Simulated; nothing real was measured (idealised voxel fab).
The process module presented herein is designated voxel gate over fins.
Pictured: cross-section cut, 150 nm wide, on a grid of 5 nm square cells.
The cross-sections in this document take the form of a grid made of square cells. They are written out as bands, in order from top to bottom. Each band consists of one or more rows of cells.
Top, bottom (nm), then materials left to right with widths (nm); lone material tagged "all across" fills the whole band edge to edge; "air" = empty space.
Basically, 0 is our baseline, since under it the wafer straight out of the box is all one material. The bottom band has no lower end and keeps on going down, so it looks like "z 0 and below".
Graded width ("30->40"): value in top row of band = first number; value in bottom row = second number; row-to-row change constant.
Take "no change occurred" at face value: in the step it is given for, the cross-section changed in none of its cells.
The entry titled "Enclosed cavities" provides the empty spaces that have no open way to the top, restricted to those of 8 cells or more. Each is presented as width x height at distance, the distance being measured from the left edge, with all three in nm.
That trailing text on a step's line, after the settings, is the simulator's own remark on the step.
"overlay nm" denotes, for a step that has a mask, the displacement of the mask to the right of its planned place, with negative values corresponding to the left.
Planned step list for the process
1. RECEIVE, material Si
2. CONFORMAL_DEP, material SiN, thk nm 10
3. DIRECTIONAL_DEP, material aC, thk nm 15
4. PATTERN, tone cover, mask id FINS, material resist, width nm 15, pitch nm 35, thk nm 35, overlay nm 0
5. DIRECTIONAL_ETCH, etch materials aC, depth nm 15
6. STRIP, etch materials resist
7. DIRECTIONAL_ETCH, etch materials SiN, depth nm 10
8. DIRECTIONAL_ETCH, etch materials Si, depth nm 35
9. STRIP, etch materials aC
10. OXIDIZE, depth nm 5
11. FILL_DEP, material SiO2, thk nm 15
12. CMP, height nm 10
13. SELECTIVE_ETCH, etch materials SiO2, depth nm 25
14. STRIP, etch materials SiN
15. CONFORMAL_DEP, material HfO2, thk nm 5
16. CONFORMAL_DEP, material TiN, thk nm 5
17. FILL_DEP, material W, thk nm 10
18. CMP, height nm 15
19. CONFORMAL_DEP, material SiCN, thk nm 5
Wafer as received: cross-section following step 1
	z 0 and below  Si all across
	Enclosed cavities: none
Figure: cross-sectional view of the wafer upon completion of the module, processed from the initial state and according to the plan depicted above, with one error introduced during execution
	z 20 to 15  SiCN all across
	z 15 to 10  W all across
	z 10 to 5  W 40 nm / TiN 70 nm / W 40 nm
	z 5 to 0  W 40 nm / TiN 5 nm / HfO2 25 nm / TiN 10 nm / HfO2 25 nm / TiN 5 nm / W 40 nm
	z 0 to -25  W 40 nm / TiN 5 nm / HfO2 5 nm / SiO2 5 nm / Si 5 nm / SiO2 5 nm / HfO2 5 nm / TiN 10 nm / HfO2 5 nm / SiO2 5 nm / Si 5 nm / SiO2 5 nm / HfO2 5 nm / TiN 5 nm / W 40 nm
	z -25 to -30  TiN 45 nm / HfO2 5 nm / SiO2 5 nm / Si 5 nm / SiO2 5 nm / HfO2 5 nm / TiN 10 nm / HfO2 5 nm / SiO2 5 nm / Si 5 nm / SiO2 5 nm / HfO2 5 nm / TiN 45 nm
	z -30 to -35  HfO2 50 nm / SiO2 5 nm / Si 5 nm / SiO2 5 nm / HfO2 20 nm / SiO2 5 nm / Si 5 nm / SiO2 5 nm / HfO2 50 nm
	z -35 to -40  SiO2 55 nm / Si 5 nm / SiO2 30 nm / Si 5 nm / SiO2 55 nm
	z -40 and below  Si all across
	Enclosed cavities: none
What was the processing mistake? heads up, step 11 didn't go per plan, it actually ran as FILL_DEP, material SiN, thk nm 15
